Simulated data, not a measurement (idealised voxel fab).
Herein follows the process module entitled voxel air gaps.
Displayed cross-section: cut, width of 250 nm, square cells sized 5 nm.
Cross-section format: a grid of square cells, given as bands from top to bottom; each band is one or more rows of cells. It is stipulated that each band's entry specify, in nanometres, the height of the top of the band and then that of its bottom, followed by the materials of the band in left-to-right sequence, each together with its width in nanometres. A single material marked by the word "throughout" is understood to fill the band from edge to edge; the word "empty" is understood to denote empty space. Basically, 0 is our baseline, since under it the wafer straight out of the box is all one material. The bottom band has no lower end and keeps on going down, so it looks like "0 nm and below". Note: "30 to 40" means the width goes from the first number (top row of the band) to the second number (bottom row) in equal steps per row of cells. A step reported as "same as before" is a step in which no cell of the cross-section changed. Empty spaces without an open route to the top, at least 8 cells in extent, make up the entry "Entrapped voids"; each is given as width x height at distance, where the distance is measured from the left edge, and all are in nm. That trailing text on a step's line, after the settings, is the simulator's own remark on the step. The setting "overlay nm" may be written on the line of a step. When the step uses a mask, the value reports how far to the right of the planned place the mask lay, and a negative value reports that it lay to the left.
Listed below are the process steps as planned
1 op RECEIVE | material Si
2 op CONFORMAL_DEP | material SiO2 | thk nm 15
3 op CONFORMAL_DEP | material SiN | thk nm 5
4 op DIRECTIONAL_DEP | material SiO2 | thk nm 40
5 op DIRECTIONAL_DEP | material aC | thk nm 15
6 op PATTERN | tone open | mask id LINES | material resist | width nm 15 | pitch nm 40 | thk nm 35 | overlay nm 0
7 op DIRECTIONAL_ETCH | etch materials aC | depth nm 15
8 op STRIP | etch materials resist
9 op DIRECTIONAL_ETCH | etch materials SiO2 | depth nm 40
10 op STRIP | etch materials aC
11 op CONFORMAL_DEP | material TiN | thk nm 5
12 op FILL_DEP | material Cu | thk nm 5
13 op CMP | height nm 60
14 op EPI | material Ru | thk nm 10
15 op SELECTIVE_ETCH | etch materials SiO2 | depth nm 50
16 op CONFORMAL_DEP | material SiCN | thk nm 5
Cross-section, incoming material, after step 1
0 nm and below  Si throughout
Entrapped voids: none
Module complete, cross-section. Starting point and plan per above. One mistake made in running the module
75 nm to 70 nm  SiCN throughout
70 nm to 60 nm  Ru throughout
60 nm to 55 nm  TiN (80) | Cu (5) | TiN (35) | Cu (5) | TiN (35) | Cu (5) | TiN (85)
55 nm to 20 nm  SiO2 (75) | TiN (5) | Cu (5) | TiN (5) | SiO2 (25) | TiN (5) | Cu (5) | TiN (5) | SiO2 (25) | TiN (5) | Cu (5) | TiN (5) | SiO2 (80)
20 nm to 15 nm  SiO2 (75) | TiN (15) | SiO2 (25) | TiN (15) | SiO2 (25) | TiN (15) | SiO2 (80)
15 nm to 0 nm  SiO2 throughout
0 nm and below  Si throughout
Entrapped voids: none
Error vs. plan: step 3 of the plan never got run, it was skipped over
